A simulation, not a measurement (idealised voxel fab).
process module | voxel gate over fins
cross-section cut | 150 nm wide | cells 5 nm
A cross-section is a grid of square cells, given in bands from the top down. A band is one or more rows of cells.
Each band's line starts with the height of the band's top and of its bottom, in nm. Then come its materials from left to right, each with its width in nm. One material with "throughout" fills the band from edge to edge. "air" is empty space.
Height 0 is the level under which the wafer as received is all one material. The lowest band goes on downwards, as in "0 down".
A width such as "30 to 40" changes by the same amount from each row of cells to the next, from the band's top row to its bottom row.
"no change" after a step means that no cell of the cross-section changed.
closed voids: empty space of 8 cells or more with no open way to the top, each as width x height at its distance from the left edge, in nm
after a step's settings: what the simulator itself notes on the step
overlay nm, on a step with a mask: how far to the right of its planned place the mask lay; to the left if negative
plan
1 op RECEIVE | material Si
2 op CONFORMAL_DEP | material SiN | thk nm 5
3 op MASKED_ETCH | tone cover | mask id FINS | width nm 15 | pitch nm 60 | etch materials SiN | depth nm 5 | overlay nm 0
4 op MASKED_ETCH | tone cover | mask id FINS | width nm 15 | pitch nm 60 | etch materials Si | depth nm 40 | overlay nm 0
5 op OXIDIZE | depth nm 5
6 op FILL_DEP | material SiO2 | thk nm 5
7 op CMP | height nm 5
8 op DIRECTIONAL_DEP | material aC | thk nm 15
9 op PATTERN | tone open | mask id RAIL | material resist | width nm 15 | thk nm 35 | overlay nm 0
10 op DIRECTIONAL_ETCH | etch materials aC | depth nm 15
11 op STRIP | etch materials resist
12 op DIRECTIONAL_ETCH | etch materials SiO2 | depth nm 40
13 op STRIP | etch materials aC
14 op CONFORMAL_DEP | material TiN | thk nm 5
15 op FILL_DEP | material W | thk nm 10
16 op CMP | height nm 5
17 op SELECTIVE_ETCH | etch materials W Ru TiN | depth nm 25
18 op FILL_DEP | material SiO2 | thk nm 5
19 op CMP | height nm 5
20 op SELECTIVE_ETCH | etch materials SiO2 | depth nm 20
21 op STRIP | etch materials SiN
22 op CONFORMAL_DEP | material HfO2 | thk nm 5
23 op CONFORMAL_DEP | material TiN | thk nm 5
24 op FILL_DEP | material W | thk nm 10
25 op CMP | height nm 15
26 op CONFORMAL_DEP | material SiCN | thk nm 5
first wafer, as planned
as received, after step 1
  0 down: Si throughout
  closed voids: none
after step 2
  5 to 0: SiN throughout
  below 0: unchanged
after step 3
  5 to 0: air 35 | SiN 15 | air 45 | SiN 15 | air 40
  below 0: unchanged
after step 4
  5 to 0: air 35 | SiN 15 | air 45 | SiN 15 | air 40
  0 to -40: air 35 | Si 15 | air 45 | Si 15 | air 40
  below -40: unchanged
after step 5
  5 to 0: air 35 | SiN 15 | air 45 | SiN 15 | air 40
  0 to -40: air 35 | SiO2 5 | Si 5 | SiO2 5 | air 45 | SiO2 5 | Si 5 | SiO2 5 | air 40
  -40 to -45: SiO2 40 | Si 5 | SiO2 55 | Si 5 | SiO2 45
  below -45: unchanged
after step 6
  10 to 5: SiO2 throughout
  5 to 0: SiO2 35 | SiN 15 | SiO2 45 | SiN 15 | SiO2 40
  0 to -45: SiO2 40 | Si 5 | SiO2 55 | Si 5 | SiO2 45
  below -45: unchanged
after step 7
  5 to 0: SiO2 35 | SiN 15 | SiO2 45 | SiN 15 | SiO2 40
  below 0: unchanged
after step 8
  20 to 5: aC throughout
  below 5: unchanged
after step 9
  55 to 20: resist 65 | air 15 | resist 70
  below 20: unchanged
after step 10
  40 to 20: resist 65 | air 15 | resist 70
  20 to 5: aC 65 | air 15 | aC 70
  below 5: unchanged
after step 11
  20 to 5: aC 65 | air 15 | aC 70
  below 5: unchanged
after step 12
  20 to 5: aC 65 | air 15 | aC 70
  5 to 0: SiO2 35 | SiN 15 | SiO2 15 | air 15 | SiO2 15 | SiN 15 | SiO2 40
  0 to -35: SiO2 40 | Si 5 | SiO2 20 | air 15 | SiO2 20 | Si 5 | SiO2 45
  below -35: unchanged
after step 13
  5 to 0: SiO2 35 | SiN 15 | SiO2 15 | air 15 | SiO2 15 | SiN 15 | SiO2 40
  below 0: unchanged
after step 14
  10 to 5: TiN 70 | air 5 | TiN 75
  5 to 0: SiO2 35 | SiN 15 | SiO2 15 | TiN 5 | air 5 | TiN 5 | SiO2 15 | SiN 15 | SiO2 40
  0 to -30: SiO2 40 | Si 5 | SiO2 20 | TiN 5 | air 5 | TiN 5 | SiO2 20 | Si 5 | SiO2 45
  -30 to -35: SiO2 40 | Si 5 | SiO2 20 | TiN 15 | SiO2 20 | Si 5 | SiO2 45
  below -35: unchanged
after step 15
  20 to 10: W throughout
  10 to 5: TiN 70 | W 5 | TiN 75
  5 to 0: SiO2 35 | SiN 15 | SiO2 15 | TiN 5 | W 5 | TiN 5 | SiO2 15 | SiN 15 | SiO2 40
  0 to -30: SiO2 40 | Si 5 | SiO2 20 | TiN 5 | W 5 | TiN 5 | SiO2 20 | Si 5 | SiO2 45
  below -30: unchanged
after step 16
  5 to 0: SiO2 35 | SiN 15 | SiO2 15 | TiN 5 | W 5 | TiN 5 | SiO2 15 | SiN 15 | SiO2 40
  below 0: unchanged
after step 17
  5 to 0: SiO2 35 | SiN 15 | SiO2 15 | air 15 | SiO2 15 | SiN 15 | SiO2 40
  0 to -20: SiO2 40 | Si 5 | SiO2 20 | air 15 | SiO2 20 | Si 5 | SiO2 45
  below -20: unchanged
after step 18
  10 to 5: SiO2 throughout
  5 to 0: SiO2 35 | SiN 15 | SiO2 45 | SiN 15 | SiO2 40
  0 to -20: SiO2 40 | Si 5 | SiO2 55 | Si 5 | SiO2 45
  below -20: unchanged
after step 19
  5 to 0: SiO2 35 | SiN 15 | SiO2 45 | SiN 15 | SiO2 40
  below 0: unchanged
after step 20
  5 to 0: air 35 | SiN 15 | air 45 | SiN 15 | air 40
  0 to -15: air 40 | Si 5 | air 55 | Si 5 | air 45
  below -15: unchanged
after step 21
  0 to -15: air 40 | Si 5 | air 55 | Si 5 | air 45
  below -15: unchanged
after step 22
  5 to 0: air 35 | HfO2 15 | air 45 | HfO2 15 | air 40
  0 to -10: air 35 | HfO2 5 | Si 5 | HfO2 5 | air 45 | HfO2 5 | Si 5 | HfO2 5 | air 40
  -10 to -15: HfO2 40 | Si 5 | HfO2 55 | Si 5 | HfO2 45
  below -15: unchanged
after step 23
  10 to 5: air 30 | TiN 25 | air 35 | TiN 25 | air 35
  5 to 0: air 30 | TiN 5 | HfO2 15 | TiN 5 | air 35 | TiN 5 | HfO2 15 | TiN 5 | air 35
  0 to -5: air 30 | TiN 5 | HfO2 5 | Si 5 | HfO2 5 | TiN 5 | air 35 | TiN 5 | HfO2 5 | Si 5 | HfO2 5 | TiN 5 | air 35
  -5 to -10: TiN 35 | HfO2 5 | Si 5 | HfO2 5 | TiN 45 | HfO2 5 | Si 5 | HfO2 5 | TiN 40
  below -10: unchanged
after step 24
  20 to 10: W throughout
  10 to 5: W 30 | TiN 25 | W 35 | TiN 25 | W 35
  5 to 0: W 30 | TiN 5 | HfO2 15 | TiN 5 | W 35 | TiN 5 | HfO2 15 | TiN 5 | W 35
  0 to -5: W 30 | TiN 5 | HfO2 5 | Si 5 | HfO2 5 | TiN 5 | W 35 | TiN 5 | HfO2 5 | Si 5 | HfO2 5 | TiN 5 | W 35
  below -5: unchanged
after step 25
  15 to 10: W throughout
  below 10: unchanged
after step 26
  20 to 15: SiCN throughout
  below 15: unchanged
second wafer: like start, like plan, one mistake. Through step 19 it matches the first wafer
when step 20 should have ended
  5 to 0: SiO2 35 | air 15 | SiO2 45 | air 15 | SiO2 40
  below 0: unchanged
when step 21 should have ended
  0 to -15: air 40 | Si 5 | air 55 | Si 5 | air 45
  -15 to -20: SiO2 15 | air 25 | Si 5 | air 25 | SiO2 5 | air 25 | Si 5 | air 25 | SiO2 20
  below -20: unchanged
when step 22 should have ended
  5 to 0: air 35 | HfO2 15 | air 45 | HfO2 15 | air 40
  0 to -10: air 35 | HfO2 5 | Si 5 | HfO2 5 | air 45 | HfO2 5 | Si 5 | HfO2 5 | air 40
  -10 to -15: HfO2 20 | air 15 | HfO2 5 | Si 5 | HfO2 5 | air 15 | HfO2 15 | air 15 | HfO2 5 | Si 5 | HfO2 5 | air 15 | HfO2 25
  -15 to -20: SiO2 15 | HfO2 25 | Si 5 | HfO2 25 | SiO2 5 | HfO2 25 | Si 5 | HfO2 25 | SiO2 20
  below -20: unchanged
when step 23 should have ended
  10 to 5: air 30 | TiN 25 | air 35 | TiN 25 | air 35
  5 to 0: air 30 | TiN 5 | HfO2 15 | TiN 5 | air 35 | TiN 5 | HfO2 15 | TiN 5 | air 35
  0 to -5: air 30 | TiN 5 | HfO2 5 | Si 5 | HfO2 5 | TiN 5 | air 35 | TiN 5 | HfO2 5 | Si 5 | HfO2 5 | TiN 5 | air 35
  -5 to -10: TiN 25 | air 5 | TiN 5 | HfO2 5 | Si 5 | HfO2 5 | TiN 5 | air 5 | TiN 25 | air 5 | TiN 5 | HfO2 5 | Si 5 | HfO2 5 | TiN 5 | air 5 | TiN 30
  -10 to -15: HfO2 20 | TiN 15 | HfO2 5 | Si 5 | HfO2 5 | TiN 15 | HfO2 15 | TiN 15 | HfO2 5 | Si 5 | HfO2 5 | TiN 15 | HfO2 25
  below -15: unchanged
when step 24 should have ended
  20 to 10: W throughout
  10 to 5: W 30 | TiN 25 | W 35 | TiN 25 | W 35
  5 to 0: W 30 | TiN 5 | HfO2 15 | TiN 5 | W 35 | TiN 5 | HfO2 15 | TiN 5 | W 35
  0 to -5: W 30 | TiN 5 | HfO2 5 | Si 5 | HfO2 5 | TiN 5 | W 35 | TiN 5 | HfO2 5 | Si 5 | HfO2 5 | TiN 5 | W 35
  -5 to -10: TiN 25 | W 5 | TiN 5 | HfO2 5 | Si 5 | HfO2 5 | TiN 5 | W 5 | TiN 25 | W 5 | TiN 5 | HfO2 5 | Si 5 | HfO2 5 | TiN 5 | W 5 | TiN 30
  below -10: unchanged
when step 25 should have ended
  15 to 10: W throughout
  below 10: unchanged
when step 26 should have ended
  20 to 15: SiCN throughout
  below 15: unchanged
what went wrong: steps 20 and 21 were swapped
at the end the second wafer has, in cells: 8 more of HfO2 | 20 fewer of SiO2 | 8 more of TiN | 4 more of W
